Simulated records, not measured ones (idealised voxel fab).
This is a process module. Its name is voxel transistor to metal.
Square cell edge 5 nm, section width 275 nm, ID cut.
Cross-section, as written here: a square-cell grid given band by band from the top down, where a band holds one or more rows of cells. The entry gives the band's vertical extent as a top height and a bottom height in nm, then its horizontal make-up as materials from left to right, each with a width in nm. "empty" stands for empty space; a single material marked "throughout" fills the band edge to edge. It should be noted that heights are counted from 0, beneath which the wafer as supplied is of one material throughout, and that the lowest band possesses no lower boundary but continues downward, as written in "z 0 and below". Note: "30 to 40" means the width goes from the first number (top row of the band) to the second number (bottom row) in equal steps per row of cells. Given "no modifications" for a step, no cell of the cross-section differs between before and after that step. "Internal closed voids": empty spaces of 8 cells or more with no open way to the top, each given as width x height at distance, distance from the left edge, all in nm. Where a step's line continues beyond its settings, the continuation is a remark by the simulator itself on that step. Steps that use a mask can have "overlay nm" on their line. It says how far the mask sat to the right of where it was meant to be. Negative means to the left. Pairs ahead. Before: cross-section ahead of one process step. After: cross-section once the step is done, shown to the lowest changed band only. Under each pair: that step, with settings. Caution: pairs may come from different runs of this module on the same starting wafer; a pair follows the pair above only where its "State before step" entry says so.

### State before step
- z 45 to 35 | 50 empty, 50 SiN, 75 empty, 50 SiN, 50 empty
- z 35 to 25 | 50 empty, 10 SiN, 5 SiO2, 20 SiCN, 5 SiO2, 10 SiN, 75 empty, 10 SiN, 5 SiO2, 20 SiCN, 5 SiO2, 10 SiN, 50 empty
- z 25 to 10 | 50 empty, 10 SiN, 5 SiO2, 20 polySi, 5 SiO2, 10 SiN, 75 empty, 10 SiN, 5 SiO2, 20 polySi, 5 SiO2, 10 SiN, 50 empty
- z 10 to 5 | 25 SiN, 25 empty, 10 SiN, 5 SiO2, 20 polySi, 5 SiO2, 10 SiN, 75 empty, 10 SiN, 5 SiO2, 20 polySi, 5 SiO2, 10 SiN, 25 empty, 25 SiN
- z 5 to 0 | 60 SiN, 5 SiO2, 20 polySi, 5 SiO2, 95 SiN, 5 SiO2, 20 polySi, 5 SiO2, 60 SiN
- z 0 to -5 | 15 SiO2, 45 SiN, 5 SiO2, 20 polySi, 5 SiO2, 95 SiN, 5 SiO2, 20 polySi, 5 SiO2, 45 SiN, 15 SiO2
- z -5 to -10 | 15 SiO2, 5 SiN, 110 SiO2, 15 SiN, 110 SiO2, 5 SiN, 15 SiO2
- z -10 to -15 | 15 SiO2, 5 SiN, 10 SiO2, 90 Si, 10 SiO2, 15 SiN, 10 SiO2, 90 Si, 10 SiO2, 5 SiN, 15 SiO2
- z -15 to -20 | 30 SiO2, 90 Si, 35 SiO2, 90 Si, 30 SiO2
- z -20 to -40 | 25 SiO2, 100 Si, 25 SiO2, 100 Si, 25 SiO2
- z -40 and below | Si throughout
- Internal closed voids: none

### Structure After Step
- z 35 to 25 | 50 empty, 10 SiN, 5 SiO2, 20 SiCN, 5 SiO2, 10 SiN, 75 empty, 10 SiN, 5 SiO2, 20 SiCN, 5 SiO2, 10 SiN, 50 empty
- z 25 to 0 | 50 empty, 10 SiN, 5 SiO2, 20 polySi, 5 SiO2, 10 SiN, 75 empty, 10 SiN, 5 SiO2, 20 polySi, 5 SiO2, 10 SiN, 50 empty
- z 0 to -5 | 15 SiO2, 10 SiN, 25 empty, 10 SiN, 5 SiO2, 20 polySi, 5 SiO2, 10 SiN, 75 empty, 10 SiN, 5 SiO2, 20 polySi, 5 SiO2, 10 SiN, 25 empty, 10 SiN, 15 SiO2
- Whatever lies below -5 is exactly as it was before.
- Internal closed voids: none
Which step turns the before cross-section above into the after cross-section? DIRECTIONAL_ETCH,etch materials SiN,depth nm 10

State before step: Please consult the pair immediately above; the cross-section it shows after its step is the state before this step.

### Structure After Step
- z 35 to 30 | 50 empty, 10 SiN, 5 empty, 20 SiCN, 5 empty, 10 SiN, 75 empty, 10 SiN, 5 empty, 20 SiCN, 5 empty, 10 SiN, 50 empty
- z 30 to 25 | 50 empty, 10 SiN, 5 SiO2, 20 SiCN, 5 SiO2, 10 SiN, 75 empty, 10 SiN, 5 SiO2, 20 SiCN, 5 SiO2, 10 SiN, 50 empty
- z 25 to 0 | 50 empty, 10 SiN, 5 SiO2, 20 polySi, 5 SiO2, 10 SiN, 75 empty, 10 SiN, 5 SiO2, 20 polySi, 5 SiO2, 10 SiN, 50 empty
- z 0 to -5 | 15 empty, 10 SiN, 25 empty, 10 SiN, 5 SiO2, 20 polySi, 5 SiO2, 10 SiN, 75 empty, 10 SiN, 5 SiO2, 20 polySi, 5 SiO2, 10 SiN, 25 empty, 10 SiN, 15 empty
- z -5 to -10 | 15 SiO2, 5 SiN, 5 SiO2, 25 empty, 50 SiO2, 30 empty, 15 SiN, 30 empty, 50 SiO2, 25 empty, 5 SiO2, 5 SiN, 15 SiO2
- Whatever lies below -10 is exactly as it was before.
- Internal closed voids: none
Which step turns the before cross-section above into the after cross-section? DIRECTIONAL_ETCH,etch materials SiO2,depth nm 5

State before step: Please consult the pair immediately above; the cross-section it shows after its step is the state before this step.

### Structure After Step
- z 35 to 30 | 50 empty, 10 SiN, 5 empty, 20 SiCN, 5 empty, 10 SiN, 75 empty, 10 SiN, 5 empty, 20 SiCN, 5 empty, 10 SiN, 50 empty
- z 30 to 25 | 50 empty, 10 SiN, 5 SiO2, 20 SiCN, 5 SiO2, 10 SiN, 75 empty, 10 SiN, 5 SiO2, 20 SiCN, 5 SiO2, 10 SiN, 50 empty
- z 25 to 0 | 50 empty, 10 SiN, 5 SiO2, 20 polySi, 5 SiO2, 10 SiN, 75 empty, 10 SiN, 5 SiO2, 20 polySi, 5 SiO2, 10 SiN, 50 empty
- z 0 to -5 | 15 empty, 10 SiN, 25 empty, 10 SiN, 5 SiO2, 20 polySi, 5 SiO2, 10 SiN, 75 empty, 10 SiN, 5 SiO2, 20 polySi, 5 SiO2, 10 SiN, 25 empty, 10 SiN, 15 empty
- z -5 to -10 | 15 SiO2, 5 SiN, 5 SiO2, 25 pSi, 50 SiO2, 25 pSi, 5 empty, 15 SiN, 5 empty, 25 pSi, 50 SiO2, 25 pSi, 5 SiO2, 5 SiN, 15 SiO2
- Whatever lies below -10 is exactly as it was before.
- Internal closed voids: none
Which step turns the before cross-section above into the after cross-section? EPI,material pSi,thk nm 5

State before step: Please consult the pair immediately above; the cross-section it shows after its step is the state before this step.

### Structure After Step
- z 40 to 35 | SiO2 throughout
- z 35 to 25 | 50 SiO2, 10 SiN, 5 SiO2, 20 SiCN, 5 SiO2, 10 SiN, 75 SiO2, 10 SiN, 5 SiO2, 20 SiCN, 5 SiO2, 10 SiN, 50 SiO2
- z 25 to 0 | 50 SiO2, 10 SiN, 5 SiO2, 20 polySi, 5 SiO2, 10 SiN, 75 SiO2, 10 SiN, 5 SiO2, 20 polySi, 5 SiO2, 10 SiN, 50 SiO2
- z 0 to -5 | 15 SiO2, 10 SiN, 25 SiO2, 10 SiN, 5 SiO2, 20 polySi, 5 SiO2, 10 SiN, 75 SiO2, 10 SiN, 5 SiO2, 20 polySi, 5 SiO2, 10 SiN, 25 SiO2, 10 SiN, 15 SiO2
- z -5 to -10 | 15 SiO2, 5 SiN, 5 SiO2, 25 pSi, 50 SiO2, 25 pSi, 5 SiO2, 15 SiN, 5 SiO2, 25 pSi, 50 SiO2, 25 pSi, 5 SiO2, 5 SiN, 15 SiO2
- Whatever lies below -10 is exactly as it was before.
- Internal closed voids: none
Which step turns the before cross-section above into the after cross-section? FILL_DEP,material SiO2,thk nm 5

State before step: Please consult the pair immediately above; the cross-section it shows after its step is the state before this step.

### Structure After Step
- z 35 to 25 | 50 SiO2, 10 SiN, 5 SiO2, 20 SiCN, 5 SiO2, 10 SiN, 75 SiO2, 10 SiN, 5 SiO2, 20 SiCN, 5 SiO2, 10 SiN, 50 SiO2
- Whatever lies below 25 is exactly as it was before.
- Internal closed voids: none
Which step turns the before cross-section above into the after cross-section? CMP,height nm 35

State before step: Please consult the pair immediately above; the cross-section it shows after its step is the state before this step.

### Structure After Step
- z 50 to 35 | SiO2 throughout
- Whatever lies below 35 is exactly as it was before.
- Internal closed voids: none
Which step turns the before cross-section above into the after cross-section? DIRECTIONAL_DEP,material SiO2,thk nm 15

State before step: Please consult the pair immediately above; the cross-section it shows after its step is the state before this step.

### Structure After Step
- z 70 to 50 | 30 resist, 15 empty, 60 resist, 15 empty, 35 resist, 15 empty, 60 resist, 15 empty, 30 resist
- Whatever lies below 50 is exactly as it was before.
- Internal closed voids: none
Which step turns the before cross-section above into the after cross-section? PATTERN,tone open,mask id CONTACT,material resist,width nm 15,thk nm 20,overlay nm 0

State before step: Please consult the pair immediately above; the cross-section it shows after its step is the state before this step.

### Structure After Step
- z 70 to 50 | 30 resist, 15 empty, 60 resist, 15 empty, 35 resist, 15 empty, 60 resist, 15 empty, 30 resist
- z 50 to 35 | 30 SiO2, 15 empty, 60 SiO2, 15 empty, 35 SiO2, 15 empty, 60 SiO2, 15 empty, 30 SiO2
- z 35 to 25 | 30 SiO2, 15 empty, 5 SiO2, 10 SiN, 5 SiO2, 20 SiCN, 5 SiO2, 10 SiN, 5 SiO2, 15 empty, 35 SiO2, 15 empty, 5 SiO2, 10 SiN, 5 SiO2, 20 SiCN, 5 SiO2, 10 SiN, 5 SiO2, 15 empty, 30 SiO2
- z 25 to 0 | 30 SiO2, 15 empty, 5 SiO2, 10 SiN, 5 SiO2, 20 polySi, 5 SiO2, 10 SiN, 5 SiO2, 15 empty, 35 SiO2, 15 empty, 5 SiO2, 10 SiN, 5 SiO2, 20 polySi, 5 SiO2, 10 SiN, 5 SiO2, 15 empty, 30 SiO2
- z 0 to -5 | 15 SiO2, 10 SiN, 5 SiO2, 15 empty, 5 SiO2, 10 SiN, 5 SiO2, 20 polySi, 5 SiO2, 10 SiN, 5 SiO2, 15 empty, 35 SiO2, 15 empty, 5 SiO2, 10 SiN, 5 SiO2, 20 polySi, 5 SiO2, 10 SiN, 5 SiO2, 15 empty, 5 SiO2, 10 SiN, 15 SiO2
- Whatever lies below -5 is exactly as it was before.
- Internal closed voids: none
Which step turns the before cross-section above into the after cross-section? DIRECTIONAL_ETCH,etch materials SiO2,depth nm 55

State before step: Please consult the pair immediately above; the cross-section it shows after its step is the state before this step.

### Structure After Step
- z 50 to 35 | 30 SiO2, 15 empty, 60 SiO2, 15 empty, 35 SiO2, 15 empty, 60 SiO2, 15 empty, 30 SiO2
- Whatever lies below 35 is exactly as it was before.
- Internal closed voids: none
Which step turns the before cross-section above into the after cross-section? STRIP,etch materials resist

State before step: Please consult the pair immediately above; the cross-section it shows after its step is the state before this step.

### Structure After Step
- z 55 to 50 | 35 TiN, 5 empty, 70 TiN, 5 empty, 45 TiN, 5 empty, 70 TiN, 5 empty, 35 TiN
- z 50 to 35 | 30 SiO2, 5 TiN, 5 empty, 5 TiN, 60 SiO2, 5 TiN, 5 empty, 5 TiN, 35 SiO2, 5 TiN, 5 empty, 5 TiN, 60 SiO2, 5 TiN, 5 empty, 5 TiN, 30 SiO2
- z 35 to 25 | 30 SiO2, 5 TiN, 5 empty, 5 TiN, 5 SiO2, 10 SiN, 5 SiO2, 20 SiCN, 5 SiO2, 10 SiN, 5 SiO2, 5 TiN, 5 empty, 5 TiN, 35 SiO2, 5 TiN, 5 empty, 5 TiN, 5 SiO2, 10 SiN, 5 SiO2, 20 SiCN, 5 SiO2, 10 SiN, 5 SiO2, 5 TiN, 5 empty, 5 TiN, 30 SiO2
- z 25 to 0 | 30 SiO2, 5 TiN, 5 empty, 5 TiN, 5 SiO2, 10 SiN, 5 SiO2, 20 polySi, 5 SiO2, 10 SiN, 5 SiO2, 5 TiN, 5 empty, 5 TiN, 35 SiO2, 5 TiN, 5 empty, 5 TiN, 5 SiO2, 10 SiN, 5 SiO2, 20 polySi, 5 SiO2, 10 SiN, 5 SiO2, 5 TiN, 5 empty, 5 TiN, 30 SiO2
- z 0 to -5 | 15 SiO2, 10 SiN, 5 SiO2, 15 TiN, 5 SiO2, 10 SiN, 5 SiO2, 20 polySi, 5 SiO2, 10 SiN, 5 SiO2, 15 TiN, 35 SiO2, 15 TiN, 5 SiO2, 10 SiN, 5 SiO2, 20 polySi, 5 SiO2, 10 SiN, 5 SiO2, 15 TiN, 5 SiO2, 10 SiN, 15 SiO2
- Whatever lies below -5 is exactly as it was before.
- Internal closed voids: none
Which step turns the before cross-section above into the after cross-section? CONFORMAL_DEP,material TiN,thk nm 5

State before step: Please consult the pair immediately above; the cross-section it shows after its step is the state before this step.

### Structure After Step
- z 65 to 55 | Ru throughout
- z 55 to 50 | 35 TiN, 5 Ru, 70 TiN, 5 Ru, 45 TiN, 5 Ru, 70 TiN, 5 Ru, 35 TiN
- z 50 to 35 | 30 SiO2, 5 TiN, 5 Ru, 5 TiN, 60 SiO2, 5 TiN, 5 Ru, 5 TiN, 35 SiO2, 5 TiN, 5 Ru, 5 TiN, 60 SiO2, 5 TiN, 5 Ru, 5 TiN, 30 SiO2
- z 35 to 25 | 30 SiO2, 5 TiN, 5 Ru, 5 TiN, 5 SiO2, 10 SiN, 5 SiO2, 20 SiCN, 5 SiO2, 10 SiN, 5 SiO2, 5 TiN, 5 Ru, 5 TiN, 35 SiO2, 5 TiN, 5 Ru, 5 TiN, 5 SiO2, 10 SiN, 5 SiO2, 20 SiCN, 5 SiO2, 10 SiN, 5 SiO2, 5 TiN, 5 Ru, 5 TiN, 30 SiO2
- z 25 to 0 | 30 SiO2, 5 TiN, 5 Ru, 5 TiN, 5 SiO2, 10 SiN, 5 SiO2, 20 polySi, 5 SiO2, 10 SiN, 5 SiO2, 5 TiN, 5 Ru, 5 TiN, 35 SiO2, 5 TiN, 5 Ru, 5 TiN, 5 SiO2, 10 SiN, 5 SiO2, 20 polySi, 5 SiO2, 10 SiN, 5 SiO2, 5 TiN, 5 Ru, 5 TiN, 30 SiO2
- Whatever lies below 0 is exactly as it was before.
- Internal closed voids: none
Which step turns the before cross-section above into the after cross-section? FILL_DEP,material Ru,thk nm 10

State before step: Please consult the pair immediately above; the cross-section it shows after its step is the state before this step.

### Structure After Step
- z 50 to 35 | 30 SiO2, 5 TiN, 5 Ru, 5 TiN, 60 SiO2, 5 TiN, 5 Ru, 5 TiN, 35 SiO2, 5 TiN, 5 Ru, 5 TiN, 60 SiO2, 5 TiN, 5 Ru, 5 TiN, 30 SiO2
- Whatever lies below 35 is exactly as it was before.
- Internal closed voids: none
Which step turns the before cross-section above into the after cross-section? CMP,height nm 50

State before step: Please consult the pair immediately above; the cross-section it shows after its step is the state before this step.

### Structure After Step
- z 55 to 50 | SiN throughout
- Whatever lies below 50 is exactly as it was before.
- Internal closed voids: none
Which step turns the before cross-section above into the after cross-section? CONFORMAL_DEP,material SiN,thk nm 5

State before step: Please consult the pair immediately above; the cross-section it shows after its step is the state before this step.

### Structure After Step
- z 70 to 55 | SiO2 throughout
- Whatever lies below 55 is exactly as it was before.
- Internal closed voids: none
Which step turns the before cross-section above into the after cross-section? DIRECTIONAL_DEP,material SiO2,thk nm 15

State before step: Please consult the pair immediately above; the cross-section it shows after its step is the state before this step.

### Structure After Step
- z 70 to 55 | 30 SiO2, 15 empty, 60 SiO2, 15 empty, 35 SiO2, 15 empty, 60 SiO2, 15 empty, 30 SiO2
- Whatever lies below 55 is exactly as it was before.
- Internal closed voids: none
Which step turns the before cross-section above into the after cross-section? MASKED_ETCH,tone open,mask id METAL_1,width nm 15,etch materials SiO2,depth nm 15,overlay nm 0

State before step: Please consult the pair immediately above; the cross-section it shows after its step is the state before this step.

### Structure After Step
- z 70 to 55 | 30 SiO2, 15 empty, 60 SiO2, 15 empty, 35 SiO2, 15 empty, 60 SiO2, 15 empty, 30 SiO2
- z 55 to 50 | 30 SiN, 15 empty, 60 SiN, 15 empty, 35 SiN, 15 empty, 60 SiN, 15 empty, 30 SiN
- Whatever lies below 50 is exactly as it was before.
- Internal closed voids: none
Which step turns the before cross-section above into the after cross-section? MASKED_ETCH,tone open,mask id METAL_1,width nm 15,etch materials SiN,depth nm 5,overlay nm 0

State before step: Please consult the pair immediately above; the cross-section it shows after its step is the state before this step.

### Structure After Step
- z 75 to 70 | 35 TiN, 5 empty, 70 TiN, 5 empty, 45 TiN, 5 empty, 70 TiN, 5 empty, 35 TiN
- z 70 to 55 | 30 SiO2, 5 TiN, 5 empty, 5 TiN, 60 SiO2, 5 TiN, 5 empty, 5 TiN, 35 SiO2, 5 TiN, 5 empty, 5 TiN, 60 SiO2, 5 TiN, 5 empty, 5 TiN, 30 SiO2
- z 55 to 50 | 30 SiN, 15 TiN, 60 SiN, 15 TiN, 35 SiN, 15 TiN, 60 SiN, 15 TiN, 30 SiN
- Whatever lies below 50 is exactly as it was before.
- Internal closed voids: none
Which step turns the before cross-section above into the after cross-section? CONFORMAL_DEP,material TiN,thk nm 5

State before step: Please consult the pair immediately above; the cross-section it shows after its step is the state before this step.

### Structure After Step
- z 85 to 75 | Cu throughout
- z 75 to 70 | 35 TiN, 5 Cu, 70 TiN, 5 Cu, 45 TiN, 5 Cu, 70 TiN, 5 Cu, 35 TiN
- z 70 to 55 | 30 SiO2, 5 TiN, 5 Cu, 5 TiN, 60 SiO2, 5 TiN, 5 Cu, 5 TiN, 35 SiO2, 5 TiN, 5 Cu, 5 TiN, 60 SiO2, 5 TiN, 5 Cu, 5 TiN, 30 SiO2
- Whatever lies below 55 is exactly as it was before.
- Internal closed voids: none
Which step turns the before cross-section above into the after cross-section? FILL_DEP,material Cu,thk nm 10

State before step: Please consult the pair immediately above; the cross-section it shows after its step is the state before this step.

### Structure After Step
- z 70 to 55 | 30 SiO2, 5 TiN, 5 Cu, 5 TiN, 60 SiO2, 5 TiN, 5 Cu, 5 TiN, 35 SiO2, 5 TiN, 5 Cu, 5 TiN, 60 SiO2, 5 TiN, 5 Cu, 5 TiN, 30 SiO2
- Whatever lies below 55 is exactly as it was before.
- Internal closed voids: none
Which step turns the before cross-section above into the after cross-section? CMP,height nm 70

State before step: Please consult the pair immediately above; the cross-section it shows after its step is the state before this step.

### Structure After Step
- z 75 to 70 | 25 empty, 25 Ru, 50 empty, 25 Ru, 25 empty, 25 Ru, 50 empty, 25 Ru, 25 empty
- Whatever lies below 70 is exactly as it was before.
- Internal closed voids: none
Which step turns the before cross-section above into the after cross-section? EPI,material Ru,thk nm 5

State before step: Please consult the pair immediately above; the cross-section it shows after its step is the state before this step.

### Structure After Step
- z 80 to 75 | SiCN throughout
- z 75 to 70 | 25 SiCN, 25 Ru, 50 SiCN, 25 Ru, 25 SiCN, 25 Ru, 50 SiCN, 25 Ru, 25 SiCN
- Whatever lies below 70 is exactly as it was before.
- Internal closed voids: none
Which step turns the before cross-section above into the after cross-section? FILL_DEP,material SiCN,thk nm 5

State before step: Please consult the pair immediately above; the cross-section it shows after its step is the state before this step.

### Structure After Step
- z 115 to 80 | lowk throughout
- Whatever lies below 80 is exactly as it was before.
- Internal closed voids: none
Which step turns the before cross-section above into the after cross-section? DIRECTIONAL_DEP,material lowk,thk nm 35

State before step: Please consult the pair immediately above; the cross-section it shows after its step is the state before this step.

### Structure After Step
- z 130 to 115 | aC throughout
- Whatever lies below 115 is exactly as it was before.
- Internal closed voids: none
Which step turns the before cross-section above into the after cross-section? DIRECTIONAL_DEP,material aC,thk nm 15

State before step: Please consult the pair immediately above; the cross-section it shows after its step is the state before this step.

### Structure After Step
- z 165 to 130 | 30 resist, 15 empty, 110 resist, 15 empty, 105 resist
- Whatever lies below 130 is exactly as it was before.
- Internal closed voids: none
Which step turns the before cross-section above into the after cross-section? PATTERN,tone open,mask id METAL_2,material resist,width nm 15,pitch nm 125,thk nm 35,overlay nm 0

State before step: Please consult the pair immediately above; the cross-section it shows after its step is the state before this step.

### Structure After Step
- z 150 to 130 | 30 resist, 15 empty, 110 resist, 15 empty, 105 resist
- z 130 to 115 | 30 aC, 15 empty, 110 aC, 15 empty, 105 aC
- Whatever lies below 115 is exactly as it was before.
- Internal closed voids: none
Which step turns the before cross-section above into the after cross-section? DIRECTIONAL_ETCH,etch materials aC,depth nm 15

State before step: Please consult the pair immediately above; the cross-section it shows after its step is the state before this step.

### Structure After Step
- z 130 to 115 | 30 aC, 15 empty, 110 aC, 15 empty, 105 aC
- Whatever lies below 115 is exactly as it was before.
- Internal closed voids: none
Which step turns the before cross-section above into the after cross-section? STRIP,etch materials resist

State before step: Please consult the pair immediately above; the cross-section it shows after its step is the state before this step.

### Structure After Step
- z 130 to 115 | 30 aC, 15 empty, 110 aC, 15 empty, 105 aC
- z 115 to 95 | 30 lowk, 15 empty, 110 lowk, 15 empty, 105 lowk
- Whatever lies below 95 is exactly as it was before.
- Internal closed voids: none
Which step turns the before cross-section above into the after cross-section? DIRECTIONAL_ETCH,etch materials lowk,depth nm 20

State before step: Please consult the pair immediately above; the cross-section it shows after its step is the state before this step.

### Structure After Step
- z 115 to 95 | 30 lowk, 15 empty, 110 lowk, 15 empty, 105 lowk
- Whatever lies below 95 is exactly as it was before.
- Internal closed voids: none
Which step turns the before cross-section above into the after cross-section? STRIP,etch materials aC

State before step: Please consult the pair immediately above; the cross-section it shows after its step is the state before this step.

### Structure After Step
- z 130 to 115 | 30 resist, 15 empty, 110 resist, 15 empty, 105 resist
- Whatever lies below 115 is exactly as it was before.
- Internal closed voids: none
Which step turns the before cross-section above into the after cross-section? PATTERN,tone open,mask id METAL_2_HOLES,material resist,width nm 15,pitch nm 125,thk nm 15,overlay nm 0

State before step: Please consult the pair immediately above; the cross-section it shows after its step is the state before this step.

### Structure After Step
- z 130 to 115 | 30 resist, 15 empty, 110 resist, 15 empty, 105 resist
- z 115 to 80 | 30 lowk, 15 empty, 110 lowk, 15 empty, 105 lowk
- Whatever lies below 80 is exactly as it was before.
- Internal closed voids: none
Which step turns the before cross-section above into the after cross-section? DIRECTIONAL_ETCH,etch materials lowk,depth nm 15

State before step: Please consult the pair immediately above; the cross-section it shows after its step is the state before this step.

### Structure After Step
- z 130 to 115 | 30 resist, 15 empty, 110 resist, 15 empty, 105 resist
- z 115 to 80 | 30 lowk, 15 empty, 110 lowk, 15 empty, 105 lowk
- z 80 to 75 | 30 SiCN, 15 empty, 110 SiCN, 15 empty, 105 SiCN
- Whatever lies below 75 is exactly as it was before.
- Internal closed voids: none
Which step turns the before cross-section above into the after cross-section? DIRECTIONAL_ETCH,etch materials SiCN,depth nm 5

State before step: Please consult the pair immediately above; the cross-section it shows after its step is the state before this step.

### Structure After Step
- z 115 to 80 | 30 lowk, 15 empty, 110 lowk, 15 empty, 105 lowk
- Whatever lies below 80 is exactly as it was before.
- Internal closed voids: none
Which step turns the before cross-section above into the after cross-section? STRIP,etch materials resist

State before step: Please consult the pair immediately above; the cross-section it shows after its step is the state before this step.

### Structure After Step
- z 120 to 115 | 35 TiN, 5 empty, 120 TiN, 5 empty, 110 TiN
- z 115 to 80 | 30 lowk, 5 TiN, 5 empty, 5 TiN, 110 lowk, 5 TiN, 5 empty, 5 TiN, 105 lowk
- z 80 to 75 | 30 SiCN, 15 TiN, 110 SiCN, 15 TiN, 105 SiCN
- Whatever lies below 75 is exactly as it was before.
- Internal closed voids: none
Which step turns the before cross-section above into the after cross-section? CONFORMAL_DEP,material TiN,thk nm 5

State before step: Please consult the pair immediately above; the cross-section it shows after its step is the state before this step.

### Structure After Step
- z 125 to 120 | Cu throughout
- z 120 to 115 | 35 TiN, 5 Cu, 120 TiN, 5 Cu, 110 TiN
- z 115 to 80 | 30 lowk, 5 TiN, 5 Cu, 5 TiN, 110 lowk, 5 TiN, 5 Cu, 5 TiN, 105 lowk
- Whatever lies below 80 is exactly as it was before.
- Internal closed voids: none
Which step turns the before cross-section above into the after cross-section? FILL_DEP,material Cu,thk nm 5

State before step: Please consult the pair immediately above; the cross-section it shows after its step is the state before this step.

### Structure After Step
- z 115 to 80 | 30 lowk, 5 TiN, 5 Cu, 5 TiN, 110 lowk, 5 TiN, 5 Cu, 5 TiN, 105 lowk
- Whatever lies below 80 is exactly as it was before.
- Internal closed voids: none
Which step turns the before cross-section above into the after cross-section? CMP,height nm 115

State before step: Please consult the pair immediately above; the cross-section it shows after its step is the state before this step.

### Structure After Step
- z 120 to 115 | SiN throughout
- Whatever lies below 115 is exactly as it was before.
- Internal closed voids: none
Which step turns the before cross-section above into the after cross-section? CONFORMAL_DEP,material SiN,thk nm 5

### State before step
- z 30 to 15 | 25 empty, 100 resist, 25 empty, 100 resist, 25 empty
- z 15 to 0 | 25 empty, 100 SiN, 25 empty, 100 SiN, 25 empty
- z 0 to -5 | 25 empty, 100 SiO2, 25 empty, 100 SiO2, 25 empty
- z -5 and below | Si throughout
- Internal closed voids: none

### Structure After Step
- z 30 to 15 | 25 empty, 100 resist, 25 empty, 100 resist, 25 empty
- z 15 to 0 | 25 empty, 100 SiN, 25 empty, 100 SiN, 25 empty
- z 0 to -5 | 25 empty, 100 SiO2, 25 empty, 100 SiO2, 25 empty
- z -5 to -50 | 25 empty, 100 Si, 25 empty, 100 Si, 25 empty
- Whatever lies below -50 is exactly as it was before.
- Internal closed voids: none
Which step turns the before cross-section above into the after cross-section? DIRECTIONAL_ETCH,etch materials Si,depth nm 45

State before step: Please consult the pair immediately above; the cross-section it shows after its step is the state before this step.

### Structure After Step
- z 15 to 0 | 25 empty, 100 SiN, 25 empty, 100 SiN, 25 empty
- Whatever lies below 0 is exactly as it was before.
- Internal closed voids: none
Which step turns the before cross-section above into the after cross-section? STRIP,etch materials resist

State before step: Please consult the pair immediately above; the cross-section it shows after its step is the state before this step.

### Structure After Step
- z 25 to 15 | SiO2 throughout
- z 15 to 0 | 25 SiO2, 100 SiN, 25 SiO2, 100 SiN, 25 SiO2
- z 0 to -5 | SiO2 throughout
- z -5 to -50 | 25 SiO2, 100 Si, 25 SiO2, 100 Si, 25 SiO2
- Whatever lies below -50 is exactly as it was before.
- Internal closed voids: none
Which step turns the before cross-section above into the after cross-section? FILL_DEP,material SiO2,thk nm 10

State before step: Please consult the pair immediately above; the cross-section it shows after its step is the state before this step.

### Structure After Step
- z 15 to 0 | 25 SiO2, 100 SiN, 25 SiO2, 100 SiN, 25 SiO2
- Whatever lies below 0 is exactly as it was before.
- Internal closed voids: none
Which step turns the before cross-section above into the after cross-section? CMP,height nm 15

State before step: Please consult the pair immediately above; the cross-section it shows after its step is the state before this step.

### Structure After Step
- z 15 to 5 | 25 empty, 100 SiN, 25 empty, 100 SiN, 25 empty
- Whatever lies below 5 is exactly as it was before.
- Internal closed voids: none
Which step turns the before cross-section above into the after cross-section? SELECTIVE_ETCH,etch materials SiO2,depth nm 10

State before step: Please consult the pair immediately above; the cross-section it shows after its step is the state before this step.

### Structure After Step
- z 5 to 0 | 25 SiO2, 100 empty, 25 SiO2, 100 empty, 25 SiO2
- Whatever lies below 0 is exactly as it was before.
- Internal closed voids: none
Which step turns the before cross-section above into the after cross-section? STRIP,etch materials SiN

State before step: Please consult the pair immediately above; the cross-section it shows after its step is the state before this step.

### Structure After Step
- z 0 to -5 | 20 SiO2, 110 empty, 15 SiO2, 110 empty, 20 SiO2
- Whatever lies below -5 is exactly as it was before.
- Internal closed voids: none
Which step turns the before cross-section above into the after cross-section? SELECTIVE_ETCH,etch materials SiO2,depth nm 5

State before step: Please consult the pair immediately above; the cross-section it shows after its step is the state before this step.

### Structure After Step
- z 0 to -5 | 20 SiO2, 110 empty, 15 SiO2, 110 empty, 20 SiO2
- z -5 to -10 | SiO2 throughout
- Whatever lies below -10 is exactly as it was before.
- Internal closed voids: none
Which step turns the before cross-section above into the after cross-section? OXIDIZE,depth nm 5

State before step: Please consult the pair immediately above; the cross-section it shows after its step is the state before this step.

### Structure After Step
- z 30 to 25 | 20 polySi, 110 empty, 15 polySi, 110 empty, 20 polySi
- z 25 to 0 | polySi throughout
- z 0 to -5 | 20 SiO2, 110 polySi, 15 SiO2, 110 polySi, 20 SiO2
- Whatever lies below -5 is exactly as it was before.
- Internal closed voids: none
Which step turns the before cross-section above into the after cross-section? DIRECTIONAL_DEP,material polySi,thk nm 30

State before step: Please consult the pair immediately above; the cross-section it shows after its step is the state before this step.

### Structure After Step
- z 40 to 35 | 20 SiCN, 110 empty, 15 SiCN, 110 empty, 20 SiCN
- z 35 to 30 | SiCN throughout
- z 30 to 25 | 20 polySi, 110 SiCN, 15 polySi, 110 SiCN, 20 polySi
- Whatever lies below 25 is exactly as it was before.
- Internal closed voids: none
Which step turns the before cross-section above into the after cross-section? DIRECTIONAL_DEP,material SiCN,thk nm 10

State before step: Please consult the pair immediately above; the cross-section it shows after its step is the state before this step.

### Structure After Step
- z 55 to 40 | 65 empty, 20 resist, 105 empty, 20 resist, 65 empty
- z 40 to 35 | 20 SiCN, 45 empty, 20 resist, 45 empty, 15 SiCN, 45 empty, 20 resist, 45 empty, 20 SiCN
- Whatever lies below 35 is exactly as it was before.
- Internal closed voids: none
Which step turns the before cross-section above into the after cross-section? PATTERN,tone cover,mask id GATE,material resist,width nm 20,pitch nm 125,thk nm 15,overlay nm 0

State before step: Please consult the pair immediately above; the cross-section it shows after its step is the state before this step.

### Structure After Step
- z 55 to 35 | 65 empty, 20 resist, 105 empty, 20 resist, 65 empty
- z 35 to 30 | 65 empty, 20 SiCN, 105 empty, 20 SiCN, 65 empty
- z 30 to 25 | 20 polySi, 45 empty, 20 SiCN, 45 empty, 15 polySi, 45 empty, 20 SiCN, 45 empty, 20 polySi
- Whatever lies below 25 is exactly as it was before.
- Internal closed voids: none
Which step turns the before cross-section above into the after cross-section? DIRECTIONAL_ETCH,etch materials SiCN,depth nm 20

State before step: Please consult the pair immediately above; the cross-section it shows after its step is the state before this step.

### Structure After Step
- z 55 to 35 | 65 empty, 20 resist, 105 empty, 20 resist, 65 empty
- z 35 to 25 | 65 empty, 20 SiCN, 105 empty, 20 SiCN, 65 empty
- z 25 to 0 | 65 empty, 20 polySi, 105 empty, 20 polySi, 65 empty
- z 0 to -5 | 20 SiO2, 45 empty, 20 polySi, 45 empty, 15 SiO2, 45 empty, 20 polySi, 45 empty, 20 SiO2
- Whatever lies below -5 is exactly as it was before.
- Internal closed voids: none
Which step turns the before cross-section above into the after cross-section? DIRECTIONAL_ETCH,etch materials polySi,depth nm 40
